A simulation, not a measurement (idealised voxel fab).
process module | voxel fin reveal
cross-section cut | 190 nm wide | cells 5 nm
A cross-section is a grid of square cells, given in bands from the top down. A band is one or more rows of cells.
Each band's line starts with the height of the band's top and of its bottom, in nm. Then come its materials from left to right, each with its width in nm. One material with "throughout" fills the band from edge to edge. "air" is empty space.
Height 0 is the level under which the wafer as received is all one material. The lowest band goes on downwards, as in "0 down".
A width such as "30 to 40" changes by the same amount from each row of cells to the next, from the band's top row to its bottom row.
"no change" after a step means that no cell of the cross-section changed.
closed voids: empty space of 8 cells or more with no open way to the top, each as width x height at its distance from the left edge, in nm
after a step's settings: what the simulator itself notes on the step
overlay nm, on a step with a mask: how far to the right of its planned place the mask lay; to the left if negative
plan
1 op RECEIVE | material Si
2 op CONFORMAL_DEP | material SiN | thk nm 5
3 op PATTERN | tone cover | mask id FINS | material resist | width nm 15 | pitch nm 45 | thk nm 20 | overlay nm 0
4 op DIRECTIONAL_ETCH | etch materials SiN | depth nm 5
5 op DIRECTIONAL_ETCH | etch materials Si | depth nm 35
6 op STRIP | etch materials resist
7 op OXIDIZE | depth nm 5
8 op FILL_DEP | material SiO2 | thk nm 5
9 op CMP | height nm 5
10 op SELECTIVE_ETCH | etch materials SiO2 | depth nm 15
11 op STRIP | etch materials SiN
12 op CONFORMAL_DEP | material SiO2 | thk nm 5
first wafer, as planned
as received, after step 1
  0 down: Si throughout
  closed voids: none
after step 2
  5 to 0: SiN throughout
  below 0: unchanged
after step 3
  25 to 5: air 20 | resist 15 | air 30 | resist 15 | air 30 | resist 15 | air 30 | resist 15 | air 20
  below 5: unchanged
after step 4
  25 to 5: air 20 | resist 15 | air 30 | resist 15 | air 30 | resist 15 | air 30 | resist 15 | air 20
  5 to 0: air 20 | SiN 15 | air 30 | SiN 15 | air 30 | SiN 15 | air 30 | SiN 15 | air 20
  below 0: unchanged
after step 5
  25 to 5: air 20 | resist 15 | air 30 | resist 15 | air 30 | resist 15 | air 30 | resist 15 | air 20
  5 to 0: air 20 | SiN 15 | air 30 | SiN 15 | air 30 | SiN 15 | air 30 | SiN 15 | air 20
  0 to -35: air 20 | Si 15 | air 30 | Si 15 | air 30 | Si 15 | air 30 | Si 15 | air 20
  below -35: unchanged
after step 6
  5 to 0: air 20 | SiN 15 | air 30 | SiN 15 | air 30 | SiN 15 | air 30 | SiN 15 | air 20
  below 0: unchanged
after step 7
  5 to 0: air 20 | SiN 15 | air 30 | SiN 15 | air 30 | SiN 15 | air 30 | SiN 15 | air 20
  0 to -35: air 20 | SiO2 5 | Si 5 | SiO2 5 | air 30 | SiO2 5 | Si 5 | SiO2 5 | air 30 | SiO2 5 | Si 5 | SiO2 5 | air 30 | SiO2 5 | Si 5 | SiO2 5 | air 20
  -35 to -40: SiO2 25 | Si 5 | SiO2 40 | Si 5 | SiO2 40 | Si 5 | SiO2 40 | Si 5 | SiO2 25
  below -40: unchanged
after step 8
  10 to 5: SiO2 throughout
  5 to 0: SiO2 20 | SiN 15 | SiO2 30 | SiN 15 | SiO2 30 | SiN 15 | SiO2 30 | SiN 15 | SiO2 20
  0 to -40: SiO2 25 | Si 5 | SiO2 40 | Si 5 | SiO2 40 | Si 5 | SiO2 40 | Si 5 | SiO2 25
  below -40: unchanged
after step 9
  5 to 0: SiO2 20 | SiN 15 | SiO2 30 | SiN 15 | SiO2 30 | SiN 15 | SiO2 30 | SiN 15 | SiO2 20
  below 0: unchanged
after step 10
  5 to 0: air 20 | SiN 15 | air 30 | SiN 15 | air 30 | SiN 15 | air 30 | SiN 15 | air 20
  0 to -10: air 25 | Si 5 | air 40 | Si 5 | air 40 | Si 5 | air 40 | Si 5 | air 25
  below -10: unchanged
after step 11
  0 to -10: air 25 | Si 5 | air 40 | Si 5 | air 40 | Si 5 | air 40 | Si 5 | air 25
  below -10: unchanged
after step 12
  5 to 0: air 20 | SiO2 15 | air 30 | SiO2 15 | air 30 | SiO2 15 | air 30 | SiO2 15 | air 20
  0 to -5: air 20 | SiO2 5 | Si 5 | SiO2 5 | air 30 | SiO2 5 | Si 5 | SiO2 5 | air 30 | SiO2 5 | Si 5 | SiO2 5 | air 30 | SiO2 5 | Si 5 | SiO2 5 | air 20
  -5 to -40: SiO2 25 | Si 5 | SiO2 40 | Si 5 | SiO2 40 | Si 5 | SiO2 40 | Si 5 | SiO2 25
  below -40: unchanged
second wafer: like start, like plan, one mistake. Through step 2 it matches the first wafer
when step 3 should have ended
  25 to 5: air 15 | resist 15 | air 30 | resist 15 | air 30 | resist 15 | air 30 | resist 15 | air 25
  below 5: unchanged
when step 4 should have ended
  25 to 5: air 15 | resist 15 | air 30 | resist 15 | air 30 | resist 15 | air 30 | resist 15 | air 25
  5 to 0: air 15 | SiN 15 | air 30 | SiN 15 | air 30 | SiN 15 | air 30 | SiN 15 | air 25
  below 0: unchanged
when step 5 should have ended
  25 to 5: air 15 | resist 15 | air 30 | resist 15 | air 30 | resist 15 | air 30 | resist 15 | air 25
  5 to 0: air 15 | SiN 15 | air 30 | SiN 15 | air 30 | SiN 15 | air 30 | SiN 15 | air 25
  0 to -35: air 15 | Si 15 | air 30 | Si 15 | air 30 | Si 15 | air 30 | Si 15 | air 25
  below -35: unchanged
when step 6 should have ended
  5 to 0: air 15 | SiN 15 | air 30 | SiN 15 | air 30 | SiN 15 | air 30 | SiN 15 | air 25
  below 0: unchanged
when step 7 should have ended
  5 to 0: air 15 | SiN 15 | air 30 | SiN 15 | air 30 | SiN 15 | air 30 | SiN 15 | air 25
  0 to -35: air 15 | SiO2 5 | Si 5 | SiO2 5 | air 30 | SiO2 5 | Si 5 | SiO2 5 | air 30 | SiO2 5 | Si 5 | SiO2 5 | air 30 | SiO2 5 | Si 5 | SiO2 5 | air 25
  -35 to -40: SiO2 20 | Si 5 | SiO2 40 | Si 5 | SiO2 40 | Si 5 | SiO2 40 | Si 5 | SiO2 30
  below -40: unchanged
when step 8 should have ended
  10 to 5: SiO2 throughout
  5 to 0: SiO2 15 | SiN 15 | SiO2 30 | SiN 15 | SiO2 30 | SiN 15 | SiO2 30 | SiN 15 | SiO2 25
  0 to -40: SiO2 20 | Si 5 | SiO2 40 | Si 5 | SiO2 40 | Si 5 | SiO2 40 | Si 5 | SiO2 30
  below -40: unchanged
when step 9 should have ended
  5 to 0: SiO2 15 | SiN 15 | SiO2 30 | SiN 15 | SiO2 30 | SiN 15 | SiO2 30 | SiN 15 | SiO2 25
  below 0: unchanged
when step 10 should have ended
  5 to 0: air 15 | SiN 15 | air 30 | SiN 15 | air 30 | SiN 15 | air 30 | SiN 15 | air 25
  0 to -10: air 20 | Si 5 | air 40 | Si 5 | air 40 | Si 5 | air 40 | Si 5 | air 30
  below -10: unchanged
when step 11 should have ended
  0 to -10: air 20 | Si 5 | air 40 | Si 5 | air 40 | Si 5 | air 40 | Si 5 | air 30
  below -10: unchanged
when step 12 should have ended
  5 to 0: air 15 | SiO2 15 | air 30 | SiO2 15 | air 30 | SiO2 15 | air 30 | SiO2 15 | air 25
  0 to -5: air 15 | SiO2 5 | Si 5 | SiO2 5 | air 30 | SiO2 5 | Si 5 | SiO2 5 | air 30 | SiO2 5 | Si 5 | SiO2 5 | air 30 | SiO2 5 | Si 5 | SiO2 5 | air 25
  -5 to -40: SiO2 20 | Si 5 | SiO2 40 | Si 5 | SiO2 40 | Si 5 | SiO2 40 | Si 5 | SiO2 30
  below -40: unchanged
what went wrong: step 3 ran as: op PATTERN | tone cover | mask id FINS | material resist | width nm 15 | pitch nm 45 | thk nm 20 | overlay nm -5
at the end the second wafer has, in cells: as many of each material as the first, in other places
